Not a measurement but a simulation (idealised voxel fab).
Process module under the name voxel transistor to metal
Section cut is 190 nm wide and gridded with 5 nm square cells.
Think of the cross-section as a grid of square cells. We describe it in bands, top to bottom, and each band covers one or more rows of those cells.
Heads up on the band format: heights come first, top then bottom, in nm. After that it's the materials left to right, each with its width in nm. A single material flagged "full width" fills the whole band edge to edge, and "empty" means there's empty space there.
Measure heights from 0. That's the level where, below it, the as-received wafer is all one material. The lowest band is bottomless and extends downward; write it as in "0 nm and below".
So if you see something like "30->40" for the width, read it as the top row of the band sitting at the first number and the bottom row at the second, with every row in between moving by the same amount as the last.
Where a step carries "nothing got changed", the cross-section came out of it unchanged, cell for cell.
Fully sealed voids: empty space of 8 cells or more with no open way to the top, each as width x height at its distance from the left edge, in nm
Formally, on a step line, whatever follows the settings is a remark that the simulator itself makes on the step.
What "overlay nm" on a step's line means: if the step has a mask, that mask lay this far to the right of its planned place, or, when the value is negative, to the left.
-- The process steps that were planned are listed below
1: RECEIVE (material Si)
2: OXIDIZE (depth nm 5)
3: CONFORMAL_DEP (material SiN; thk nm 10)
4: MASKED_ETCH (tone cover; mask id ACTIVE; width nm 125; etch materials SiN; depth nm 10; overlay nm 0)
5: MASKED_ETCH (tone cover; mask id ACTIVE; width nm 125; etch materials SiO2; depth nm 5; overlay nm 0)
6: MASKED_ETCH (tone cover; mask id ACTIVE; width nm 125; etch materials Si; depth nm 20; overlay nm 0)
7: OXIDIZE (depth nm 5)
8: FILL_DEP (material SiO2; thk nm 5)
9: CMP (height nm 10)
10: SELECTIVE_ETCH (etch materials SiO2; depth nm 5)
11: STRIP (etch materials SiN)
12: SELECTIVE_ETCH (etch materials SiO2; depth nm 5)
13: OXIDIZE (depth nm 5)
14: DIRECTIONAL_DEP (material polySi; thk nm 30)
15: DIRECTIONAL_DEP (material SiCN; thk nm 10)
16: MASKED_ETCH (tone cover; mask id GATE; width nm 35; etch materials SiCN; depth nm 20; overlay nm 0)
17: MASKED_ETCH (tone cover; mask id GATE; width nm 35; etch materials polySi; depth nm 40; overlay nm 0)
18: CONFORMAL_DEP (material SiN; thk nm 5)
19: DIRECTIONAL_ETCH (etch materials SiN; depth nm 5)
20: DIRECTIONAL_ETCH (etch materials SiO2; depth nm 5)
21: EPI (material pSi; thk nm 5)
22: FILL_DEP (material SiO2; thk nm 10)
23: CMP (height nm 25)
24: STRIP (etch materials polySi)
25: SELECTIVE_ETCH (etch materials SiO2; depth nm 5)
26: CONFORMAL_DEP (material HfO2; thk nm 5)
27: CONFORMAL_DEP (material TiN; thk nm 5)
28: FILL_DEP (material W; thk nm 5)
29: CMP (height nm 20)
30: DIRECTIONAL_DEP (material SiO2; thk nm 10)
31: MASKED_ETCH (tone open; mask id CONTACT; width nm 20; pitch nm 85; etch materials SiO2; depth nm 35; overlay nm 0)
32: CONFORMAL_DEP (material TiN; thk nm 5)
33: FILL_DEP (material Ru; thk nm 5)
34: CMP (height nm 30)
35: CONFORMAL_DEP (material SiCN; thk nm 5)
36: DIRECTIONAL_DEP (material SiO2; thk nm 25)
37: PATTERN (tone open; mask id METAL_1; material resist; width nm 20; pitch nm 85; thk nm 15; overlay nm 0)
38: DIRECTIONAL_ETCH (etch materials SiO2; depth nm 25)
39: DIRECTIONAL_ETCH (etch materials SiCN; depth nm 5)
40: STRIP (etch materials resist)
41: CONFORMAL_DEP (material TiN; thk nm 5)
42: FILL_DEP (material Cu; thk nm 5)
43: CMP (height nm 60)
44: EPI (material Ru; thk nm 5)
45: FILL_DEP (material SiCN; thk nm 5)
46: DIRECTIONAL_DEP (material lowk; thk nm 30)
47: PATTERN (tone open; mask id METAL_2_HOLES; material resist; width nm 15; pitch nm 85; thk nm 15; overlay nm 0)
48: DIRECTIONAL_ETCH (etch materials lowk; depth nm 30)
49: STRIP (etch materials resist)
50: PATTERN (tone open; mask id METAL_2; material resist; width nm 20; pitch nm 85; thk nm 15; overlay nm 0)
51: DIRECTIONAL_ETCH (etch materials lowk; depth nm 20)
52: DIRECTIONAL_ETCH (etch materials SiCN; depth nm 5)
53: STRIP (etch materials resist)
54: CONFORMAL_DEP (material TiN; thk nm 5)
55: FILL_DEP (material Cu; thk nm 5)
56: CMP (height nm 100)
57: CONFORMAL_DEP (material SiN; thk nm 5)
-- Wafer at receipt (post step 1), cross-section
  0 nm and below | Si full width
  Fully sealed voids: none
-- First wafer of two, sectioned at end of module; run went per plan
  105 nm to 100 nm | SiN full width
  100 nm to 85 nm | 40 nm lowk | 5 nm TiN | 10 nm Cu | 5 nm TiN | 65 nm lowk | 5 nm TiN | 10 nm Cu | 5 nm TiN | 45 nm lowk
  85 nm to 80 nm | 40 nm lowk | 5 nm TiN | 5 nm Cu | 10 nm TiN | 65 nm lowk | 5 nm TiN | 5 nm Cu | 10 nm TiN | 45 nm lowk
  80 nm to 70 nm | 40 nm lowk | 5 nm TiN | 5 nm Cu | 5 nm TiN | 70 nm lowk | 5 nm TiN | 5 nm Cu | 5 nm TiN | 50 nm lowk
  70 nm to 65 nm | 40 nm SiCN | 15 nm TiN | 70 nm SiCN | 15 nm TiN | 50 nm SiCN
  65 nm to 60 nm | 35 nm SiCN | 30 nm Ru | 55 nm SiCN | 30 nm Ru | 40 nm SiCN
  60 nm to 35 nm | 40 nm SiO2 | 5 nm TiN | 10 nm Cu | 5 nm TiN | 65 nm SiO2 | 5 nm TiN | 10 nm Cu | 5 nm TiN | 45 nm SiO2
  35 nm to 30 nm | 40 nm SiCN | 20 nm TiN | 65 nm SiCN | 20 nm TiN | 45 nm SiCN
  30 nm to 20 nm | 40 nm SiO2 | 5 nm TiN | 10 nm Ru | 5 nm TiN | 65 nm SiO2 | 5 nm TiN | 10 nm Ru | 5 nm TiN | 45 nm SiO2
  20 nm to 0 nm | 40 nm SiO2 | 5 nm TiN | 10 nm Ru | 5 nm TiN | 10 nm SiO2 | 5 nm SiN | 5 nm HfO2 | 5 nm TiN | 15 nm W | 5 nm TiN | 5 nm HfO2 | 5 nm SiN | 10 nm SiO2 | 5 nm TiN | 10 nm Ru | 5 nm TiN | 45 nm SiO2
  0 nm to -5 nm | 25 nm SiO2 | 5 nm SiN | 10 nm SiO2 | 20 nm TiN | 10 nm SiO2 | 5 nm SiN | 5 nm HfO2 | 25 nm TiN | 5 nm HfO2 | 5 nm SiN | 10 nm SiO2 | 20 nm TiN | 10 nm SiO2 | 5 nm SiN | 30 nm SiO2
  -5 nm to -10 nm | 30 nm SiO2 | 40 nm pSi | 45 nm HfO2 | 40 nm pSi | 35 nm SiO2
  -10 nm to -30 nm | 35 nm SiO2 | 115 nm Si | 40 nm SiO2
  -30 nm and below | Si full width
  Fully sealed voids: none
-- End-of-module cross-section of the second wafer: identical starting point and process plan to the first, with one processing mistake
  105 nm to 100 nm | SiN full width
  100 nm to 85 nm | 40 nm lowk | 5 nm TiN | 10 nm Cu | 5 nm TiN | 65 nm lowk | 5 nm TiN | 10 nm Cu | 5 nm TiN | 45 nm lowk
  85 nm to 80 nm | 40 nm lowk | 5 nm TiN | 5 nm Cu | 10 nm TiN | 65 nm lowk | 5 nm TiN | 5 nm Cu | 10 nm TiN | 45 nm lowk
  80 nm to 70 nm | 40 nm lowk | 5 nm TiN | 5 nm Cu | 5 nm TiN | 70 nm lowk | 5 nm TiN | 5 nm Cu | 5 nm TiN | 50 nm lowk
  70 nm to 65 nm | 40 nm SiCN | 15 nm TiN | 70 nm SiCN | 15 nm TiN | 50 nm SiCN
  65 nm to 60 nm | 35 nm SiCN | 30 nm Ru | 55 nm SiCN | 30 nm Ru | 40 nm SiCN
  60 nm to 35 nm | 40 nm SiO2 | 5 nm TiN | 10 nm Cu | 5 nm TiN | 65 nm SiO2 | 5 nm TiN | 10 nm Cu | 5 nm TiN | 45 nm SiO2
  35 nm to 30 nm | 40 nm SiCN | 20 nm TiN | 65 nm SiCN | 20 nm TiN | 45 nm SiCN
  30 nm to 20 nm | 35 nm SiO2 | 5 nm TiN | 10 nm Ru | 5 nm TiN | 65 nm SiO2 | 5 nm TiN | 10 nm Ru | 5 nm TiN | 50 nm SiO2
  20 nm to 0 nm | 35 nm SiO2 | 5 nm TiN | 10 nm Ru | 5 nm TiN | 15 nm SiO2 | 5 nm SiN | 5 nm HfO2 | 5 nm TiN | 15 nm W | 5 nm TiN | 5 nm HfO2 | 5 nm SiN | 5 nm SiO2 | 5 nm TiN | 10 nm Ru | 5 nm TiN | 50 nm SiO2
  0 nm to -5 nm | 25 nm SiO2 | 5 nm SiN | 5 nm SiO2 | 20 nm TiN | 15 nm SiO2 | 5 nm SiN | 5 nm HfO2 | 25 nm TiN | 5 nm HfO2 | 5 nm SiN | 5 nm SiO2 | 20 nm TiN | 15 nm SiO2 | 5 nm SiN | 30 nm SiO2
  -5 nm to -10 nm | 30 nm SiO2 | 40 nm pSi | 45 nm HfO2 | 40 nm pSi | 35 nm SiO2
  -10 nm to -30 nm | 35 nm SiO2 | 115 nm Si | 40 nm SiO2
  -30 nm and below | Si full width
  Fully sealed voids: none
Which mistake was made when the wafer was run? step 31 did not happen as planned, as run it was MASKED_ETCH (tone open; mask id CONTACT; width nm 20; pitch nm 85; etch materials SiO2; depth nm 35; overlay nm -5)
Tallied in cells, the final second wafer holds each material in the same quantity as the first, although not at the same places.
